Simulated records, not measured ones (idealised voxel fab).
You're looking at the process module voxel capacitor over wiring.
Xsec cut, 280 nm wide, square cell size 5 nm.
We lay out every cross-section as a grid of square cells and spell it out in bands from the top down, where one band means one or more rows of cells. Band: top and bottom heights (nm) first, top before bottom; then materials from left to right, widths in nm. "full width" marks a sole material filling the band edge to edge. "air" denotes empty space. It should be noted that heights are counted from 0, beneath which the wafer as supplied is of one material throughout, and that the lowest band possesses no lower boundary but continues downward, as written in "z 0 and below". You'd read "30 to 40" like this: the band's top row of cells is as wide as the first number, its bottom row is as wide as the second, and going down, every row changes width by the same amount as the row before did. "nothing was modified" means the step left every cell of the cross-section as it was. Basically, "Sealed internal cavities" tells you about the enclosed voids: empty spaces with no open way to the top, 8 cells or bigger, each written width x height at distance, where distance is from the left edge, all in nm. Whatever follows a step's settings on its line is a remark the simulator itself makes about that step. "overlay nm" denotes, for a step that has a mask, the displacement of the mask to the right of its planned place, with negative values corresponding to the left.
This section lists the process steps that were planned:
1) RECEIVE (material Si)
2) CONFORMAL_DEP (material SiO2; thk nm 15)
3) CONFORMAL_DEP (material SiCN; thk nm 5)
4) DIRECTIONAL_DEP (material lowk; thk nm 25)
5) PATTERN (tone open; mask id METAL_1; material resist; width nm 20; pitch nm 90; thk nm 15; overlay nm 0)
6) DIRECTIONAL_ETCH (etch materials lowk; depth nm 25)
7) DIRECTIONAL_ETCH (etch materials SiCN; depth nm 5)
8) STRIP (etch materials resist)
9) CONFORMAL_DEP (material TiN; thk nm 5)
10) FILL_DEP (material W; thk nm 5)
11) CMP (height nm 45)
12) EPI (material Ru; thk nm 5)
13) FILL_DEP (material SiCN; thk nm 5)
14) DIRECTIONAL_DEP (material SiO2; thk nm 20)
15) MASKED_ETCH (tone open; mask id PLUG_1; width nm 15; etch materials SiO2; depth nm 20; overlay nm 0)
16) MASKED_ETCH (tone open; mask id PLUG_1; width nm 15; etch materials SiCN; depth nm 5; overlay nm 0)
17) CONFORMAL_DEP (material TiN; thk nm 5)
18) FILL_DEP (material W; thk nm 10)
19) CMP (height nm 75)
20) DIRECTIONAL_DEP (material TiN; thk nm 5)
21) DIRECTIONAL_DEP (material SiN; thk nm 5)
22) DIRECTIONAL_DEP (material TiN; thk nm 5)
23) MASKED_ETCH (tone cover; mask id UPPER_PLATE; width nm 75; etch materials TiN; depth nm 5; overlay nm 0)
24) MASKED_ETCH (tone cover; mask id UPPER_PLATE; width nm 75; etch materials SiN; depth nm 5; overlay nm 0)
25) MASKED_ETCH (tone cover; mask id LOWER_PLATE; width nm 85; etch materials TiN; depth nm 5; overlay nm 0)
26) FILL_DEP (material SiO2; thk nm 20)
27) CMP (height nm 105)
28) PATTERN (tone open; mask id PLUG_2; material resist; width nm 15; thk nm 15; overlay nm 0)
29) DIRECTIONAL_ETCH (etch materials SiO2; depth nm 15)
30) STRIP (etch materials resist)
31) CONFORMAL_DEP (material TiN; thk nm 5)
32) FILL_DEP (material W; thk nm 10)
33) CMP (height nm 105)
34) CONFORMAL_DEP (material SiN; thk nm 5)
First wafer out of two, processed as planned:
Wafer cross-section on receipt, i.e. after step 1:
z 0 and below | Si full width
Sealed internal cavities: none
Cross-section through the wafer, step 2 finished:
z 15 to 0 | SiO2 full width
All layers under 0 are left as they were.
Cross-section through the wafer, step 3 finished:
z 20 to 15 | SiCN full width
All layers under 15 are left as they were.
Cross-section through the wafer, step 4 finished:
z 45 to 20 | lowk full width
All layers under 20 are left as they were.
Cross-section through the wafer, step 5 finished:
z 60 to 45 | resist (85)  air (20)  resist (70)  air (20)  resist (85)
All layers under 45 are left as they were.
Cross-section through the wafer, step 6 finished:
z 60 to 45 | resist (85)  air (20)  resist (70)  air (20)  resist (85)
z 45 to 20 | lowk (85)  air (20)  lowk (70)  air (20)  lowk (85)
All layers under 20 are left as they were.
Cross-section through the wafer, step 7 finished:
z 60 to 45 | resist (85)  air (20)  resist (70)  air (20)  resist (85)
z 45 to 20 | lowk (85)  air (20)  lowk (70)  air (20)  lowk (85)
z 20 to 15 | SiCN (85)  air (20)  SiCN (70)  air (20)  SiCN (85)
All layers under 15 are left as they were.
Cross-section through the wafer, step 8 finished:
z 45 to 20 | lowk (85)  air (20)  lowk (70)  air (20)  lowk (85)
All layers under 20 are left as they were.
Cross-section through the wafer, step 9 finished:
z 50 to 45 | TiN (90)  air (10)  TiN (80)  air (10)  TiN (90)
z 45 to 20 | lowk (85)  TiN (5)  air (10)  TiN (5)  lowk (70)  TiN (5)  air (10)  TiN (5)  lowk (85)
z 20 to 15 | SiCN (85)  TiN (20)  SiCN (70)  TiN (20)  SiCN (85)
All layers under 15 are left as they were.
Cross-section through the wafer, step 10 finished:
z 55 to 50 | W full width
z 50 to 45 | TiN (90)  W (10)  TiN (80)  W (10)  TiN (90)
z 45 to 20 | lowk (85)  TiN (5)  W (10)  TiN (5)  lowk (70)  TiN (5)  W (10)  TiN (5)  lowk (85)
All layers under 20 are left as they were.
Cross-section through the wafer, step 11 finished:
z 45 to 20 | lowk (85)  TiN (5)  W (10)  TiN (5)  lowk (70)  TiN (5)  W (10)  TiN (5)  lowk (85)
All layers under 20 are left as they were.
Cross-section through the wafer, step 12 finished:
z 50 to 45 | air (80)  Ru (30)  air (60)  Ru (30)  air (80)
All layers under 45 are left as they were.
Cross-section through the wafer, step 13 finished:
z 55 to 50 | SiCN full width
z 50 to 45 | SiCN (80)  Ru (30)  SiCN (60)  Ru (30)  SiCN (80)
All layers under 45 are left as they were.
Cross-section through the wafer, step 14 finished:
z 75 to 55 | SiO2 full width
All layers under 55 are left as they were.
Cross-section through the wafer, step 15 finished:
z 75 to 55 | SiO2 (90)  air (15)  SiO2 (175)
All layers under 55 are left as they were.
Cross-section through the wafer, step 16 finished:
z 75 to 55 | SiO2 (90)  air (15)  SiO2 (175)
z 55 to 50 | SiCN (90)  air (15)  SiCN (175)
All layers under 50 are left as they were.
Cross-section through the wafer, step 17 finished:
z 80 to 75 | TiN (95)  air (5)  TiN (180)
z 75 to 55 | SiO2 (90)  TiN (5)  air (5)  TiN (5)  SiO2 (175)
z 55 to 50 | SiCN (90)  TiN (15)  SiCN (175)
All layers under 50 are left as they were.
Cross-section through the wafer, step 18 finished:
z 90 to 80 | W full width
z 80 to 75 | TiN (95)  W (5)  TiN (180)
z 75 to 55 | SiO2 (90)  TiN (5)  W (5)  TiN (5)  SiO2 (175)
All layers under 55 are left as they were.
Cross-section through the wafer, step 19 finished:
z 75 to 55 | SiO2 (90)  TiN (5)  W (5)  TiN (5)  SiO2 (175)
All layers under 55 are left as they were.
Cross-section through the wafer, step 20 finished:
z 80 to 75 | TiN full width
All layers under 75 are left as they were.
Cross-section through the wafer, step 21 finished:
z 85 to 80 | SiN full width
All layers under 80 are left as they were.
Cross-section through the wafer, step 22 finished:
z 90 to 85 | TiN full width
All layers under 85 are left as they were.
Cross-section through the wafer, step 23 finished:
z 90 to 85 | air (90)  TiN (75)  air (115)
All layers under 85 are left as they were.
Cross-section through the wafer, step 24 finished:
z 90 to 85 | air (90)  TiN (75)  air (115)
z 85 to 80 | air (90)  SiN (75)  air (115)
All layers under 80 are left as they were.
Cross-section through the wafer, step 25 finished:
z 90 to 85 | air (90)  TiN (75)  air (115)
z 85 to 80 | air (90)  SiN (75)  air (115)
z 80 to 75 | air (85)  TiN (85)  air (110)
All layers under 75 are left as they were.
Cross-section through the wafer, step 26 finished:
z 110 to 90 | SiO2 full width
z 90 to 85 | SiO2 (90)  TiN (75)  SiO2 (115)
z 85 to 80 | SiO2 (90)  SiN (75)  SiO2 (115)
z 80 to 75 | SiO2 (85)  TiN (85)  SiO2 (110)
All layers under 75 are left as they were.
Cross-section through the wafer, step 27 finished:
z 105 to 90 | SiO2 full width
All layers under 90 are left as they were.
Cross-section through the wafer, step 28 finished:
z 120 to 105 | resist (100)  air (15)  resist (165)
All layers under 105 are left as they were.
Cross-section through the wafer, step 29 finished:
z 120 to 105 | resist (100)  air (15)  resist (165)
z 105 to 90 | SiO2 (100)  air (15)  SiO2 (165)
All layers under 90 are left as they were.
Cross-section through the wafer, step 30 finished:
z 105 to 90 | SiO2 (100)  air (15)  SiO2 (165)
All layers under 90 are left as they were.
Cross-section through the wafer, step 31 finished:
z 110 to 105 | TiN (105)  air (5)  TiN (170)
z 105 to 95 | SiO2 (100)  TiN (5)  air (5)  TiN (5)  SiO2 (165)
z 95 to 85 | SiO2 (100 to 90)  TiN (15 to 75)  SiO2 (165 to 115)
All layers under 85 are left as they were.
Cross-section through the wafer, step 32 finished:
z 120 to 110 | W full width
z 110 to 105 | TiN (105)  W (5)  TiN (170)
z 105 to 95 | SiO2 (100)  TiN (5)  W (5)  TiN (5)  SiO2 (165)
All layers under 95 are left as they were.
Cross-section through the wafer, step 33 finished:
z 105 to 95 | SiO2 (100)  TiN (5)  W (5)  TiN (5)  SiO2 (165)
All layers under 95 are left as they were.
Cross-section through the wafer, step 34 finished:
z 110 to 105 | SiN full width
All layers under 105 are left as they were.
The second wafer: identical to the first at the outset and in its planned sequence, differing only in that one mistake was made during processing; up to and including step 27, its path is the first wafer's path:
The second wafer cut through, at the time step 28 was supposed to be finished:
z 120 to 105 | resist (95)  air (25)  resist (160)
All layers under 105 are left as they were.
The second wafer cut through, at the time step 29 was supposed to be finished:
z 120 to 105 | resist (95)  air (25)  resist (160)
z 105 to 90 | SiO2 (95)  air (25)  SiO2 (160)
All layers under 90 are left as they were.
The second wafer cut through, at the time step 30 was supposed to be finished:
z 105 to 90 | SiO2 (95)  air (25)  SiO2 (160)
All layers under 90 are left as they were.
The second wafer cut through, at the time step 31 was supposed to be finished:
z 110 to 105 | TiN (100)  air (15)  TiN (165)
z 105 to 95 | SiO2 (95)  TiN (5)  air (15)  TiN (5)  SiO2 (160)
z 95 to 85 | SiO2 (95 to 90)  TiN (25 to 75)  SiO2 (160 to 115)
All layers under 85 are left as they were.
The second wafer cut through, at the time step 32 was supposed to be finished:
z 120 to 110 | W full width
z 110 to 105 | TiN (100)  W (15)  TiN (165)
z 105 to 95 | SiO2 (95)  TiN (5)  W (15)  TiN (5)  SiO2 (160)
All layers under 95 are left as they were.
The second wafer cut through, at the time step 33 was supposed to be finished:
z 105 to 95 | SiO2 (95)  TiN (5)  W (15)  TiN (5)  SiO2 (160)
All layers under 95 are left as they were.
The second wafer cut through, at the time step 34 was supposed to be finished:
z 110 to 105 | SiN full width
All layers under 105 are left as they were.
What was done differently from what was planned? off-plan run, step 28, actual operation and settings PATTERN (tone open; mask id PLUG_2; material resist; width nm 25; thk nm 15; overlay nm 0)
Final wafer comparison in cells, second versus first, more or fewer per material: 6 fewer of SiO2, 2 more of TiN, 4 more of W
